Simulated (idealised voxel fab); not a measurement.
The document below concerns the process module designated voxel self aligned vias.
The figure presents cross-section cut, which has a width of 275 nm and is divided into square cells with an edge length of 5 nm.
Notation: cross-section as square-cell grid; stated in bands, top first, going down; one or more cell rows per band.
A band entry consists of two parts. The first gives the height of the band's top and the height of its bottom, in nm. The rest lists the band's materials from left to right, each with its width in nm. A single material labelled with the word "edge to edge" fills the band from edge to edge, and the word "air" marks empty space.
Where do heights start? At 0: under that level the wafer as delivered is made of one material only. And the lowest band has no floor; it just carries on downward, as in "top 0, no bottom".
Think of "30 to 40" as a width that walks from the first number to the second as you go down the band, top row to bottom row, taking equal-sized steps from row to row.
"no alteration" -> step changed no cross-section cell.
Reported under the label "Sealed internal voids" are the empty spaces having no open way to the top and comprising 8 cells or more; the notation for each is width x height at distance, in which the distance is measured from the left edge and all three values are in nm.
Where a step's line continues beyond its settings, the continuation is a remark by the simulator itself on that step.
Steps that use a mask can have "overlay nm" on their line. It says how far the mask sat to the right of where it was meant to be. Negative means to the left.
[The planned process steps are enumerated hereunder]
| 1 | RECEIVE | material Si |
| 2 | CONFORMAL_DEP | material SiO2 | thk nm 15 |
| 3 | CONFORMAL_DEP | material SiCN | thk nm 5 |
| 4 | DIRECTIONAL_DEP | material SiO2 | thk nm 25 |
| 5 | DIRECTIONAL_DEP | material aC | thk nm 15 |
| 6 | PATTERN | tone open | mask id LINES | material resist | width nm 30 | pitch nm 70 | thk nm 30 | overlay nm 0 |
| 7 | DIRECTIONAL_ETCH | etch materials aC | depth nm 15 |
| 8 | STRIP | etch materials resist |
| 9 | DIRECTIONAL_ETCH | etch materials SiO2 | depth nm 25 |
| 10 | STRIP | etch materials aC |
| 11 | CONFORMAL_DEP | material TiN | thk nm 5 |
| 12 | FILL_DEP | material W | thk nm 5 |
| 13 | CMP | height nm 45 |
| 14 | SELECTIVE_ETCH | etch materials W Ru TiN | depth nm 10 |
| 15 | FILL_DEP | material SiN | thk nm 10 |
| 16 | CMP | height nm 45 |
| 17 | DIRECTIONAL_DEP | material SiO2 | thk nm 15 |
| 18 | PATTERN | tone open | mask id VIAS | material resist | width nm 40 | pitch nm 70 | thk nm 15 | overlay nm 0 |
| 19 | DIRECTIONAL_ETCH | etch materials SiO2 | depth nm 15 |
| 20 | DIRECTIONAL_ETCH | etch materials SiN | depth nm 10 |
| 21 | STRIP | etch materials resist |
| 22 | CONFORMAL_DEP | material TiN | thk nm 5 |
| 23 | FILL_DEP | material Cu | thk nm 10 |
| 24 | CMP | height nm 60 |
| 25 | CONFORMAL_DEP | material SiCN | thk nm 5 |
[Incoming wafer in cross-section (state: after step 1)]
    top 0, no bottom: Si edge to edge
    Sealed internal voids: none
[Cross-section at module end, one run error; start and plan unchanged from above]
    top 80, bottom 75: SiCN edge to edge
    top 75, bottom 65: Cu edge to edge
    top 65, bottom 60: TiN 85, Cu 30, TiN 40, Cu 30, TiN 90
    top 60, bottom 50: SiO2 80, TiN 5, Cu 30, TiN 5, SiO2 30, TiN 5, Cu 30, TiN 5, SiO2 85
    top 50, bottom 40: SiO2 80 to 85, TiN 10 to 5, Cu 20, TiN 10 to 5, SiO2 30 to 40, TiN 10 to 5, Cu 20, TiN 10 to 5, SiO2 85 to 90
    top 40, bottom 35: SiO2 85, TiN 30, SiO2 40, TiN 30, SiO2 90
    top 35, bottom 25: SiO2 85, TiN 5, W 20, TiN 5, SiO2 40, TiN 5, W 20, TiN 5, SiO2 90
    top 25, bottom 20: SiO2 85, TiN 30, SiO2 40, TiN 30, SiO2 90
    top 20, bottom 15: SiCN edge to edge
    top 15, bottom 0: SiO2 edge to edge
    top 0, no bottom: Si edge to edge
    Sealed internal voids: none
Short version of what went wrong: step 24 of the plan was bypassed and not carried out
